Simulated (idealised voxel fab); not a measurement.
Process module name: voxel gate over fins
The cross-section on display is named cut; it measures 270 nm wide, and its cells are 5 nm squares.
Cross-section = grid of square cells, listed top down in bands; band = one or more rows.
It is stipulated that each band's entry specify, in nanometres, the height of the top of the band and then that of its bottom, followed by the materials of the band in left-to-right sequence, each together with its width in nanometres. A single material marked by the word "full width" is understood to fill the band from edge to edge; the word "air" is understood to denote empty space.
Where do heights start? At 0: under that level the wafer as delivered is made of one material only. And the lowest band has no floor; it just carries on downward, as in "0..down".
Width "30 to 40": first value at the band's top row of cells, second value at its bottom row, equal change from row to row.
"left unchanged" means the step left every cell of the cross-section as it was.
The entry titled "Trapped void list" provides the empty spaces that have no open way to the top, restricted to those of 8 cells or more. Each is presented as width x height at distance, the distance being measured from the left edge, with all three in nm.
Anything after a step's settings on that line? It's the simulator's own note about the step.
"overlay nm", when on a step's line for a step with a mask, measures how far to the right of its planned place the mask lay; a negative measure means to the left.
**These are the steps we planned for the process**
step 1: RECEIVE | material Si
step 2: CONFORMAL_DEP | material SiN | thk nm 10
step 3: PATTERN | tone cover | mask id FINS | material resist | width nm 15 | pitch nm 40 | thk nm 20 | overlay nm 0
step 4: DIRECTIONAL_ETCH | etch materials SiN | depth nm 10
step 5: DIRECTIONAL_ETCH | etch materials Si | depth nm 35
step 6: STRIP | etch materials resist
step 7: FILL_DEP | material SiO2 | thk nm 15
step 8: CMP | height nm 10
step 9: SELECTIVE_ETCH | etch materials SiO2 | depth nm 20
step 10: STRIP | etch materials SiN
step 11: CONFORMAL_DEP | material HfO2 | thk nm 5
step 12: CONFORMAL_DEP | material TiN | thk nm 5
step 13: CONFORMAL_DEP | material TiAl | thk nm 5
step 14: CONFORMAL_DEP | material TiN | thk nm 5
step 15: FILL_DEP | material W | thk nm 10
step 16: CMP | height nm 25
step 17: CONFORMAL_DEP | material SiCN | thk nm 10
**The first of two wafers, run as planned**
**Cross-section of the incoming wafer, state after step 1**
> 0..down: Si full width
> Trapped void list: none
**The wafer, seen in cross-section, after step 2**
> 10..0: SiN full width
> Nothing below the height 0 has changed.
**The wafer, seen in cross-section, after step 3**
> 30..10: air: 85 / resist: 15 / air: 25 / resist: 15 / air: 25 / resist: 15 / air: 90
> Nothing below the height 10 has changed.
**The wafer, seen in cross-section, after step 4**
> 30..10: air: 85 / resist: 15 / air: 25 / resist: 15 / air: 25 / resist: 15 / air: 90
> 10..0: air: 85 / SiN: 15 / air: 25 / SiN: 15 / air: 25 / SiN: 15 / air: 90
> Nothing below the height 0 has changed.
**The wafer, seen in cross-section, after step 5**
> 30..10: air: 85 / resist: 15 / air: 25 / resist: 15 / air: 25 / resist: 15 / air: 90
> 10..0: air: 85 / SiN: 15 / air: 25 / SiN: 15 / air: 25 / SiN: 15 / air: 90
> 0..-35: air: 85 / Si: 15 / air: 25 / Si: 15 / air: 25 / Si: 15 / air: 90
> Nothing below the height -35 has changed.
**The wafer, seen in cross-section, after step 6**
> 10..0: air: 85 / SiN: 15 / air: 25 / SiN: 15 / air: 25 / SiN: 15 / air: 90
> Nothing below the height 0 has changed.
**The wafer, seen in cross-section, after step 7**
> 25..10: SiO2 full width
> 10..0: SiO2: 85 / SiN: 15 / SiO2: 25 / SiN: 15 / SiO2: 25 / SiN: 15 / SiO2: 90
> 0..-35: SiO2: 85 / Si: 15 / SiO2: 25 / Si: 15 / SiO2: 25 / Si: 15 / SiO2: 90
> Nothing below the height -35 has changed.
**The wafer, seen in cross-section, after step 8**
> 10..0: SiO2: 85 / SiN: 15 / SiO2: 25 / SiN: 15 / SiO2: 25 / SiN: 15 / SiO2: 90
> Nothing below the height 0 has changed.
**The wafer, seen in cross-section, after step 9**
> 10..0: air: 85 / SiN: 15 / air: 25 / SiN: 15 / air: 25 / SiN: 15 / air: 90
> 0..-10: air: 85 / Si: 15 / air: 25 / Si: 15 / air: 25 / Si: 15 / air: 90
> Nothing below the height -10 has changed.
**The wafer, seen in cross-section, after step 10**
> 0..-10: air: 85 / Si: 15 / air: 25 / Si: 15 / air: 25 / Si: 15 / air: 90
> Nothing below the height -10 has changed.
**The wafer, seen in cross-section, after step 11**
> 5..0: air: 80 / HfO2: 25 / air: 15 / HfO2: 25 / air: 15 / HfO2: 25 / air: 85
> 0..-5: air: 80 / HfO2: 5 / Si: 15 / HfO2: 5 / air: 15 / HfO2: 5 / Si: 15 / HfO2: 5 / air: 15 / HfO2: 5 / Si: 15 / HfO2: 5 / air: 85
> -5..-10: HfO2: 85 / Si: 15 / HfO2: 25 / Si: 15 / HfO2: 25 / Si: 15 / HfO2: 90
> Nothing below the height -10 has changed.
**The wafer, seen in cross-section, after step 12**
> 10..5: air: 75 / TiN: 35 / air: 5 / TiN: 35 / air: 5 / TiN: 35 / air: 80
> 5..0: air: 75 / TiN: 5 / HfO2: 25 / TiN: 5 / air: 5 / TiN: 5 / HfO2: 25 / TiN: 5 / air: 5 / TiN: 5 / HfO2: 25 / TiN: 5 / air: 80
> 0..-5: TiN: 80 / HfO2: 5 / Si: 15 / HfO2: 5 / TiN: 15 / HfO2: 5 / Si: 15 / HfO2: 5 / TiN: 15 / HfO2: 5 / Si: 15 / HfO2: 5 / TiN: 85
> Nothing below the height -5 has changed.
**The wafer, seen in cross-section, after step 13**
> 15..10: air: 70 / TiAl: 125 / air: 75
> 10..5: air: 70 / TiAl: 5 / TiN: 35 / TiAl: 5 / TiN: 35 / TiAl: 5 / TiN: 35 / TiAl: 5 / air: 75
> 5..0: TiAl: 75 / TiN: 5 / HfO2: 25 / TiN: 5 / TiAl: 5 / TiN: 5 / HfO2: 25 / TiN: 5 / TiAl: 5 / TiN: 5 / HfO2: 25 / TiN: 5 / TiAl: 80
> Nothing below the height 0 has changed.
**The wafer, seen in cross-section, after step 14**
> 20..15: air: 65 / TiN: 135 / air: 70
> 15..10: air: 65 / TiN: 5 / TiAl: 125 / TiN: 5 / air: 70
> 10..5: TiN: 70 / TiAl: 5 / TiN: 35 / TiAl: 5 / TiN: 35 / TiAl: 5 / TiN: 35 / TiAl: 5 / TiN: 75
> Nothing below the height 5 has changed.
**The wafer, seen in cross-section, after step 15**
> 30..20: W full width
> 20..15: W: 65 / TiN: 135 / W: 70
> 15..10: W: 65 / TiN: 5 / TiAl: 125 / TiN: 5 / W: 70
> Nothing below the height 10 has changed.
**The wafer, seen in cross-section, after step 16**
> 25..20: W full width
> Nothing below the height 20 has changed.
**The wafer, seen in cross-section, after step 17**
> 35..25: SiCN full width
> Nothing below the height 25 has changed.
**Wafer two of two - same starting point, same process plan, one mistake in execution; matches wafer one up to and including step 8**
**Here is the second wafer in cross-section at the point where step 9 of the plan should have been done**
> 10..0: air: 85 / SiN: 15 / air: 25 / SiN: 15 / air: 25 / SiN: 15 / air: 90
> 0..-30: air: 85 / Si: 15 / air: 25 / Si: 15 / air: 25 / Si: 15 / air: 90
> Nothing below the height -30 has changed.
**Here is the second wafer in cross-section at the point where step 10 of the plan should have been done**
> 0..-30: air: 85 / Si: 15 / air: 25 / Si: 15 / air: 25 / Si: 15 / air: 90
> Nothing below the height -30 has changed.
**Here is the second wafer in cross-section at the point where step 11 of the plan should have been done**
> 5..0: air: 80 / HfO2: 25 / air: 15 / HfO2: 25 / air: 15 / HfO2: 25 / air: 85
> 0..-25: air: 80 / HfO2: 5 / Si: 15 / HfO2: 5 / air: 15 / HfO2: 5 / Si: 15 / HfO2: 5 / air: 15 / HfO2: 5 / Si: 15 / HfO2: 5 / air: 85
> -25..-30: HfO2: 85 / Si: 15 / HfO2: 25 / Si: 15 / HfO2: 25 / Si: 15 / HfO2: 90
> Nothing below the height -30 has changed.
**Here is the second wafer in cross-section at the point where step 12 of the plan should have been done**
> 10..5: air: 75 / TiN: 35 / air: 5 / TiN: 35 / air: 5 / TiN: 35 / air: 80
> 5..0: air: 75 / TiN: 5 / HfO2: 25 / TiN: 5 / air: 5 / TiN: 5 / HfO2: 25 / TiN: 5 / air: 5 / TiN: 5 / HfO2: 25 / TiN: 5 / air: 80
> 0..-20: air: 75 / TiN: 5 / HfO2: 5 / Si: 15 / HfO2: 5 / TiN: 5 / air: 5 / TiN: 5 / HfO2: 5 / Si: 15 / HfO2: 5 / TiN: 5 / air: 5 / TiN: 5 / HfO2: 5 / Si: 15 / HfO2: 5 / TiN: 5 / air: 80
> -20..-25: TiN: 80 / HfO2: 5 / Si: 15 / HfO2: 5 / TiN: 15 / HfO2: 5 / Si: 15 / HfO2: 5 / TiN: 15 / HfO2: 5 / Si: 15 / HfO2: 5 / TiN: 85
> Nothing below the height -25 has changed.
**Here is the second wafer in cross-section at the point where step 13 of the plan should have been done**
> 15..10: air: 70 / TiAl: 125 / air: 75
> 10..5: air: 70 / TiAl: 5 / TiN: 35 / TiAl: 5 / TiN: 35 / TiAl: 5 / TiN: 35 / TiAl: 5 / air: 75
> 5..0: air: 70 / TiAl: 5 / TiN: 5 / HfO2: 25 / TiN: 5 / TiAl: 5 / TiN: 5 / HfO2: 25 / TiN: 5 / TiAl: 5 / TiN: 5 / HfO2: 25 / TiN: 5 / TiAl: 5 / air: 75
> 0..-15: air: 70 / TiAl: 5 / TiN: 5 / HfO2: 5 / Si: 15 / HfO2: 5 / TiN: 5 / TiAl: 5 / TiN: 5 / HfO2: 5 / Si: 15 / HfO2: 5 / TiN: 5 / TiAl: 5 / TiN: 5 / HfO2: 5 / Si: 15 / HfO2: 5 / TiN: 5 / TiAl: 5 / air: 75
> -15..-20: TiAl: 75 / TiN: 5 / HfO2: 5 / Si: 15 / HfO2: 5 / TiN: 5 / TiAl: 5 / TiN: 5 / HfO2: 5 / Si: 15 / HfO2: 5 / TiN: 5 / TiAl: 5 / TiN: 5 / HfO2: 5 / Si: 15 / HfO2: 5 / TiN: 5 / TiAl: 80
> Nothing below the height -20 has changed.
**Here is the second wafer in cross-section at the point where step 14 of the plan should have been done**
> 20..15: air: 65 / TiN: 135 / air: 70
> 15..10: air: 65 / TiN: 5 / TiAl: 125 / TiN: 5 / air: 70
> 10..5: air: 65 / TiN: 5 / TiAl: 5 / TiN: 35 / TiAl: 5 / TiN: 35 / TiAl: 5 / TiN: 35 / TiAl: 5 / TiN: 5 / air: 70
> 5..0: air: 65 / TiN: 5 / TiAl: 5 / TiN: 5 / HfO2: 25 / TiN: 5 / TiAl: 5 / TiN: 5 / HfO2: 25 / TiN: 5 / TiAl: 5 / TiN: 5 / HfO2: 25 / TiN: 5 / TiAl: 5 / TiN: 5 / air: 70
> 0..-10: air: 65 / TiN: 5 / TiAl: 5 / TiN: 5 / HfO2: 5 / Si: 15 / HfO2: 5 / TiN: 5 / TiAl: 5 / TiN: 5 / HfO2: 5 / Si: 15 / HfO2: 5 / TiN: 5 / TiAl: 5 / TiN: 5 / HfO2: 5 / Si: 15 / HfO2: 5 / TiN: 5 / TiAl: 5 / TiN: 5 / air: 70
> -10..-15: TiN: 70 / TiAl: 5 / TiN: 5 / HfO2: 5 / Si: 15 / HfO2: 5 / TiN: 5 / TiAl: 5 / TiN: 5 / HfO2: 5 / Si: 15 / HfO2: 5 / TiN: 5 / TiAl: 5 / TiN: 5 / HfO2: 5 / Si: 15 / HfO2: 5 / TiN: 5 / TiAl: 5 / TiN: 75
> Nothing below the height -15 has changed.
**Here is the second wafer in cross-section at the point where step 15 of the plan should have been done**
> 30..20: W full width
> 20..15: W: 65 / TiN: 135 / W: 70
> 15..10: W: 65 / TiN: 5 / TiAl: 125 / TiN: 5 / W: 70
> 10..5: W: 65 / TiN: 5 / TiAl: 5 / TiN: 35 / TiAl: 5 / TiN: 35 / TiAl: 5 / TiN: 35 / TiAl: 5 / TiN: 5 / W: 70
> 5..0: W: 65 / TiN: 5 / TiAl: 5 / TiN: 5 / HfO2: 25 / TiN: 5 / TiAl: 5 / TiN: 5 / HfO2: 25 / TiN: 5 / TiAl: 5 / TiN: 5 / HfO2: 25 / TiN: 5 / TiAl: 5 / TiN: 5 / W: 70
> 0..-10: W: 65 / TiN: 5 / TiAl: 5 / TiN: 5 / HfO2: 5 / Si: 15 / HfO2: 5 / TiN: 5 / TiAl: 5 / TiN: 5 / HfO2: 5 / Si: 15 / HfO2: 5 / TiN: 5 / TiAl: 5 / TiN: 5 / HfO2: 5 / Si: 15 / HfO2: 5 / TiN: 5 / TiAl: 5 / TiN: 5 / W: 70
> Nothing below the height -10 has changed.
**Here is the second wafer in cross-section at the point where step 16 of the plan should have been done**
> 25..20: W full width
> Nothing below the height 20 has changed.
**Here is the second wafer in cross-section at the point where step 17 of the plan should have been done**
> 35..25: SiCN full width
> Nothing below the height 25 has changed.
Diagnosis: step 9 of the plan was performed twice
Once processing is complete, comparing cell counts shows that the second wafer has more or fewer of certain materials than the first: +24 HfO2; -180 SiO2; +16 TiAl; +32 TiN; +108 W
